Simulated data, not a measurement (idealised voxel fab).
process module | voxel released beams
cross-section cut | 280 nm wide | cells 5 nm
A cross-section is a grid of square cells, given in bands from the top down. A band is one or more rows of cells.
Each band's line starts with the height of the band's top and of its bottom, in nm. Then come its materials from left to right, each with its width in nm. One material with "throughout" fills the band from edge to edge. "air" is empty space.
Height 0 is the level under which the wafer as received is all one material. The lowest band goes on downwards, as in "0 down".
A width such as "30 to 40" changes by the same amount from each row of cells to the next, from the band's top row to its bottom row.
"no change" after a step means that no cell of the cross-section changed.
closed voids: empty space of 8 cells or more with no open way to the top, each as width x height at its distance from the left edge, in nm
after a step's settings: what the simulator itself notes on the step
overlay nm, on a step with a mask: how far to the right of its planned place the mask lay; to the left if negative
plan
1 op RECEIVE | material Si
2 op CONFORMAL_DEP | material SiN | thk nm 10
3 op DIRECTIONAL_DEP | material SiO2 | thk nm 15
4 op DIRECTIONAL_DEP | material aC | thk nm 10
5 op PATTERN | tone open | mask id ANCHOR | material resist | width nm 35 | thk nm 30 | overlay nm 0
6 op DIRECTIONAL_ETCH | etch materials aC | depth nm 10
7 op STRIP | etch materials resist
8 op DIRECTIONAL_ETCH | etch materials SiO2 | depth nm 15
9 op STRIP | etch materials aC
10 op CONFORMAL_DEP | material W | thk nm 10
11 op MASKED_ETCH | tone cover | mask id BEAM | width nm 120 | etch materials W | depth nm 10 | overlay nm 0
12 op STRIP | etch materials SiO2
as received, after step 1
  0 down: Si throughout
  closed voids: none
a wafer at the end: this start, this plan, one mistake
  35 to 25: air 80 | W 10 | air 15 | W 90 | air 85
  25 to 20: air 80 | W 10 | air 15 | W 10 | air 165
  20 to 10: air 80 | W 35 | air 165
  10 to 0: SiN throughout
  0 down: Si throughout
  closed voids: none
what went wrong: step 11 ran as: op MASKED_ETCH | tone cover | mask id BEAM | width nm 115 | etch materials W | depth nm 10 | overlay nm 0
